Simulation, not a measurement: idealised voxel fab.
Process module, titled voxel ribs on slabs
170 nm wide, 5 nm square cells: that's cross-section cut.
Cross-sections here: square-cell grids, written as top-down lists of bands, a band being one or more rows of cells. Heads up on the band format: heights come first, top then bottom, in nm. After that it's the materials left to right, each with its width in nm. A single material flagged "edge to edge" fills the whole band edge to edge, and "empty" means there's empty space there. Height is counted from the level 0, under which the received wafer is composed throughout of one material. The lowest of the bands is not closed at the bottom but continues downward, in the notation "0 nm and below". When a width is written as two numbers, as in "30->40", the first number is the width in the top row of cells of the band and the second is the width in its bottom row, and the width changes by the same amount from each row to the next. "no alteration" -> step changed no cross-section cell. Listed in "Sealed void listing": every empty space of 8 or more cells without an open way to the top. Form: width x height at distance, the distance being from the left edge, all in nm. Step line, after settings: the simulator's comment on this step. The line of a step may include "overlay nm". On a step with a mask, this value is how far to the right of its planned place the mask lay. A negative value means the mask lay to the left.

## Process steps (planned)
- 1: RECEIVE [material Si]
- 2: DIRECTIONAL_DEP [material SiO2] [thk nm 30]
- 3: DIRECTIONAL_DEP [material polySi] [thk nm 25]
- 4: DIRECTIONAL_DEP [material aC] [thk nm 10]
- 5: PATTERN [tone cover] [mask id RIB] [material resist] [width nm 25] [thk nm 30] [overlay nm 0]
- 6: DIRECTIONAL_ETCH [etch materials aC] [depth nm 10]
- 7: STRIP [etch materials resist]
- 8: DIRECTIONAL_ETCH [etch materials polySi] [depth nm 10]
- 9: STRIP [etch materials aC]
- 10: MASKED_ETCH [tone cover] [mask id SLAB] [width nm 55] [etch materials polySi] [depth nm 15] [overlay nm 0]
- 11: FILL_DEP [material SiO2] [thk nm 25]
- 12: CMP [height nm 75]
- 13: DIRECTIONAL_DEP [material W] [thk nm 10]
- 14: DIRECTIONAL_DEP [material aC] [thk nm 15]
- 15: PATTERN [tone cover] [mask id HEATER] [material resist] [width nm 35] [thk nm 30] [overlay nm 0]
- 16: DIRECTIONAL_ETCH [etch materials aC] [depth nm 15]
- 17: STRIP [etch materials resist]
- 18: DIRECTIONAL_ETCH [etch materials W] [depth nm 10]
- 19: STRIP [etch materials aC]
- 20: CONFORMAL_DEP [material SiO2] [thk nm 5]

## So this is the incoming wafer in cross-section - it's already been through step 1
- 0 nm and below | Si edge to edge
- Sealed void listing: none

## End-of-module XS, first of two wafers, run as planned
- 90 nm to 85 nm | 60 nm empty  45 nm SiO2  65 nm empty
- 85 nm to 80 nm | 60 nm empty  5 nm SiO2  35 nm W  5 nm SiO2  65 nm empty
- 80 nm to 75 nm | 65 nm SiO2  35 nm W  70 nm SiO2
- 75 nm to 55 nm | SiO2 edge to edge
- 55 nm to 45 nm | 70 nm SiO2  25 nm polySi  75 nm SiO2
- 45 nm to 30 nm | 55 nm SiO2  55 nm polySi  60 nm SiO2
- 30 nm to 0 nm | SiO2 edge to edge
- 0 nm and below | Si edge to edge
- Sealed void listing: none

## Cross-section, second wafer: same start as the first, same plan as the first, one mistake in running it; taken at the end of the module
- 90 nm to 85 nm | 60 nm empty  45 nm SiO2  65 nm empty
- 85 nm to 80 nm | 60 nm empty  5 nm SiO2  35 nm W  5 nm SiO2  65 nm empty
- 80 nm to 75 nm | 65 nm SiO2  35 nm W  70 nm SiO2
- 75 nm to 60 nm | SiO2 edge to edge
- 60 nm to 50 nm | 70 nm SiO2  25 nm polySi  75 nm SiO2
- 50 nm to 35 nm | 55 nm SiO2  55 nm polySi  60 nm SiO2
- 35 nm to 0 nm | SiO2 edge to edge
- 0 nm and below | Si edge to edge
- Sealed void listing: none
So what did we get wrong on this run? step 2 ran as: DIRECTIONAL_DEP [material SiO2] [thk nm 35]
End check, second vs first wafer: material counts in cells match, positions do not.
